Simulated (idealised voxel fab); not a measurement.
Module name: voxel wiring stack (process module)
Square cell edge 5 nm, section width 210 nm, ID cut.
The cross-sections in this document take the form of a grid made of square cells. They are written out as bands, in order from top to bottom. Each band consists of one or more rows of cells.
A band entry consists of two parts. The first gives the height of the band's top and the height of its bottom, in nm. The rest lists the band's materials from left to right, each with its width in nm. A single material labelled with the word "all across" fills the band from edge to edge, and the word "empty" marks empty space.
Height reference: 0 = level under which incoming wafer is all one material. Lowest band: no bottom, runs on downward, e.g. "0 down".
With a width like "30 to 40", each row of cells in the band differs from the next by the same amount, the top row carrying the first number and the bottom row the second.
"remains unaltered" for a step: no cell of the cross-section changed in that step.
For the entry "Closed internal voids", the listed items are empty spaces with no open way to the top whose size is 8 cells or more; each item follows the pattern width x height at distance, where distance is from the left edge and all three are in nm.
Anything after a step's settings on that line? It's the simulator's own note about the step.
"overlay nm" on a masked step: distance the mask lay right of its planned place, negative for left.

### The planned process steps are enumerated hereunder
step 1: RECEIVE,material Si
step 2: CONFORMAL_DEP,material SiO2,thk nm 10
step 3: CONFORMAL_DEP,material SiCN,thk nm 5
step 4: DIRECTIONAL_DEP,material SiO2,thk nm 25
step 5: PATTERN,tone open,mask id METAL_1,material resist,width nm 30,pitch nm 60,thk nm 20,overlay nm 0
step 6: DIRECTIONAL_ETCH,etch materials SiO2,depth nm 25
step 7: DIRECTIONAL_ETCH,etch materials SiCN,depth nm 5
step 8: STRIP,etch materials resist
step 9: CONFORMAL_DEP,material TiN,thk nm 5
step 10: FILL_DEP,material Cu,thk nm 5
step 11: CMP,height nm 40
step 12: CONFORMAL_DEP,material SiCN,thk nm 5
step 13: DIRECTIONAL_DEP,material lowk,thk nm 25
step 14: PATTERN,tone open,mask id METAL_2_HOLES,material resist,width nm 15,pitch nm 60,thk nm 20,overlay nm 0
step 15: DIRECTIONAL_ETCH,etch materials lowk,depth nm 25
step 16: STRIP,etch materials resist
step 17: PATTERN,tone open,mask id METAL_2,material resist,width nm 30,pitch nm 60,thk nm 20,overlay nm 0
step 18: DIRECTIONAL_ETCH,etch materials lowk,depth nm 15
step 19: DIRECTIONAL_ETCH,etch materials SiCN,depth nm 5
step 20: STRIP,etch materials resist
step 21: CONFORMAL_DEP,material TiN,thk nm 5
step 22: FILL_DEP,material Ru,thk nm 10
step 23: CMP,height nm 70
step 24: CONFORMAL_DEP,material SiCN,thk nm 5
step 25: DIRECTIONAL_DEP,material SiO2,thk nm 15
step 26: PATTERN,tone open,mask id PLUG_2,material resist,width nm 15,thk nm 15,overlay nm 0
step 27: DIRECTIONAL_ETCH,etch materials SiO2,depth nm 15
step 28: DIRECTIONAL_ETCH,etch materials SiCN,depth nm 5
step 29: STRIP,etch materials resist
step 30: EPI,material Ru,thk nm 10
step 31: EPI,material Ru,thk nm 10
step 32: DIRECTIONAL_DEP,material TiN,thk nm 5
step 33: DIRECTIONAL_DEP,material Ru,thk nm 20
step 34: PATTERN,tone cover,mask id METAL_3,material resist,width nm 30,pitch nm 60,thk nm 20,overlay nm 0
step 35: DIRECTIONAL_ETCH,etch materials Ru,depth nm 20
step 36: DIRECTIONAL_ETCH,etch materials TiN,depth nm 5
step 37: STRIP,etch materials resist
step 38: CONFORMAL_DEP,material SiCN,thk nm 5
step 39: FILL_DEP,material SiO2,thk nm 10
step 40: CMP,height nm 115
step 41: CONFORMAL_DEP,material SiCN,thk nm 5
step 42: DIRECTIONAL_DEP,material SiO2,thk nm 30
step 43: PATTERN,tone open,mask id METAL_4_HOLES,material resist,width nm 15,pitch nm 60,thk nm 15,overlay nm 0
step 44: DIRECTIONAL_ETCH,etch materials SiO2,depth nm 30
step 45: STRIP,etch materials resist
step 46: MASKED_ETCH,tone open,mask id METAL_4,width nm 30,pitch nm 60,etch materials SiO2,depth nm 15,overlay nm 0
step 47: MASKED_ETCH,tone open,mask id METAL_4,width nm 30,pitch nm 60,etch materials SiCN,depth nm 5,overlay nm 0
step 48: CONFORMAL_DEP,material TiN,thk nm 5
step 49: FILL_DEP,material Cu,thk nm 10
step 50: CMP,height nm 150
step 51: CONFORMAL_DEP,material SiCN,thk nm 5

### Wafer as received: cross-section following step 1
  0 down  Si all across
  Closed internal voids: none

### Cross-sectional image of the first of two wafers at the end of the module, the run having proceeded as planned
  155 to 150  SiCN all across
  150 to 140  SiO2 60 | TiN 5 | Cu 20 | TiN 5 | SiO2 30 | TiN 5 | Cu 20 | TiN 5 | SiO2 60
  140 to 135  SiO2 60 | TiN 5 | Cu 5 | TiN 20 | SiO2 30 | TiN 5 | Cu 5 | TiN 20 | SiO2 60
  135 to 120  SiO2 60 | TiN 5 | Cu 5 | TiN 5 | SiO2 45 | TiN 5 | Cu 5 | TiN 5 | SiO2 75
  120 to 115  SiCN 60 | TiN 15 | SiCN 45 | TiN 15 | SiCN 75
  115 to 95  SiO2 55 | SiCN 5 | Ru 30 | SiCN 5 | SiO2 20 | SiCN 5 | Ru 30 | SiCN 5 | SiO2 55
  95 to 90  SiCN 60 | TiN 30 | SiCN 30 | TiN 30 | SiCN 60
  90 to 75  SiO2 60 | Ru 15 | SiO2 135
  75 to 70  SiCN 60 | Ru 15 | SiCN 135
  70 to 60  lowk 60 | TiN 5 | Ru 20 | TiN 5 | lowk 30 | TiN 5 | Ru 20 | TiN 5 | lowk 60
  60 to 55  lowk 60 | TiN 5 | Ru 5 | TiN 20 | lowk 30 | TiN 5 | Ru 5 | TiN 20 | lowk 60
  55 to 45  lowk 60 | TiN 5 | Ru 5 | TiN 5 | lowk 45 | TiN 5 | Ru 5 | TiN 5 | lowk 75
  45 to 40  SiCN 60 | TiN 15 | SiCN 45 | TiN 15 | SiCN 75
  40 to 15  SiO2 60 | TiN 5 | Cu 20 | TiN 5 | SiO2 30 | TiN 5 | Cu 20 | TiN 5 | SiO2 60
  15 to 10  SiCN 60 | TiN 30 | SiCN 30 | TiN 30 | SiCN 60
  10 to 0  SiO2 all across
  0 down  Si all across
  Closed internal voids: none

### Cross-section, wafer two of two, end of module: same start and plan as wafer one, one error in execution
  155 to 150  SiCN all across
  150 to 140  SiO2 60 | TiN 5 | Cu 20 | TiN 5 | SiO2 30 | TiN 5 | Cu 20 | TiN 5 | SiO2 60
  140 to 135  SiO2 60 | TiN 5 | Cu 5 | TiN 20 | SiO2 30 | TiN 5 | Cu 5 | TiN 20 | SiO2 60
  135 to 120  SiO2 60 | TiN 5 | Cu 5 | TiN 5 | SiO2 45 | TiN 5 | Cu 5 | TiN 5 | SiO2 75
  120 to 115  SiCN 60 | TiN 15 | SiCN 45 | TiN 15 | SiCN 75
  115 to 95  TiN 55 | SiCN 5 | Ru 30 | SiCN 5 | TiN 20 | SiCN 5 | Ru 30 | SiCN 5 | TiN 55
  95 to 90  SiCN 60 | TiN 30 | SiCN 30 | TiN 30 | SiCN 60
  90 to 75  SiO2 60 | Ru 15 | SiO2 135
  75 to 70  SiCN 60 | Ru 15 | SiCN 135
  70 to 60  lowk 60 | TiN 5 | Ru 20 | TiN 5 | lowk 30 | TiN 5 | Ru 20 | TiN 5 | lowk 60
  60 to 55  lowk 60 | TiN 5 | Ru 5 | TiN 20 | lowk 30 | TiN 5 | Ru 5 | TiN 20 | lowk 60
  55 to 45  lowk 60 | TiN 5 | Ru 5 | TiN 5 | lowk 45 | TiN 5 | Ru 5 | TiN 5 | lowk 75
  45 to 40  SiCN 60 | TiN 15 | SiCN 45 | TiN 15 | SiCN 75
  40 to 15  SiO2 60 | TiN 5 | Cu 20 | TiN 5 | SiO2 30 | TiN 5 | Cu 20 | TiN 5 | SiO2 60
  15 to 10  SiCN 60 | TiN 30 | SiCN 30 | TiN 30 | SiCN 60
  10 to 0  SiO2 all across
  0 down  Si all across
  Closed internal voids: none
Diagnosis: step 39 ran with different settings than intended, the actual operation and settings being FILL_DEP,material TiN,thk nm 10
Looking at both finished wafers in cells, the second ends up ahead of or behind the first on some materials: SiO2: 104 fewer, TiN: 104 more
